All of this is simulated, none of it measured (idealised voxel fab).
Process module heading - voxel tone inversion
The cross-section shown here is cut; it is 190 nm wide and divided into square cells measuring 5 nm on a side.
A cross-section is a grid of square cells, given in bands from the top down. A band is one or more rows of cells.
In this notation a band is specified by the heights of its top and bottom, in that order and in nm, after which its materials appear from left to right, each paired with its width in nm. The word "all across" attached to a single material means that material fills the band from edge to edge; the word "blank" stands for empty space.
The level at which height equals 0 is the one under which the wafer, as it arrives, is entirely one material. No lower edge exists for the bottom band, which continues downward and is notated as in "from 0 down".
Think of "30 to 40" as a width that walks from the first number to the second as you go down the band, top row to bottom row, taking equal-sized steps from row to row.
Reading "nothing different" for a step: not a cell of the cross-section changed in it.
So "Closed void inventory" is basically the list of trapped voids: any empty space of 8 cells or more that can't reach the top through an opening. They're written width x height at distance, the distance being from the left edge, and it's all nm.
That trailing text on a step's line, after the settings, is the simulator's own remark on the step.
overlay nm: right-of-plan distance of the mask on a masked step; negative values mean left-of-plan.

**Steps planned for the process**
1: RECEIVE | material Si
2: CONFORMAL_DEP | material SiN | thk nm 5
3: DIRECTIONAL_DEP | material polySi | thk nm 15
4: PATTERN | tone cover | mask id POSTS | material resist | width nm 15 | pitch nm 45 | thk nm 25 | overlay nm -15
5: DIRECTIONAL_ETCH | etch materials polySi | depth nm 15
6: STRIP | etch materials resist
7: FILL_DEP | material SiO2 | thk nm 5
8: CMP | height nm 20
9: STRIP | etch materials polySi
It is noted that the wafers described herein are identical at the outset and are distinguished by the overlay nm of step 4; the value stated in the plan corresponds to the first wafer.

**The first of several wafers, as received after step 1, seen in section**
- from 0 down = Si all across
- Closed void inventory: none

**So in this table every wafer gets its own row, and what you see is where it stands at the end of the module: for each material, how many cells it picked up (+) or gave up (-) since we received it, and after that its closed voids**
overlay nm -15 | +38 SiN | +87 SiO2 | Closed void inventory: none
overlay nm -10 | +38 SiN | +87 SiO2 | Closed void inventory: none
overlay nm -5 | +38 SiN | +87 SiO2 | Closed void inventory: none
overlay nm 0 | +38 SiN | +87 SiO2 | Closed void inventory: none
overlay nm 5 | +38 SiN | +87 SiO2 | Closed void inventory: none
overlay nm 10 | +38 SiN | +87 SiO2 | Closed void inventory: none
overlay nm 15 | +38 SiN | +87 SiO2 | Closed void inventory: none
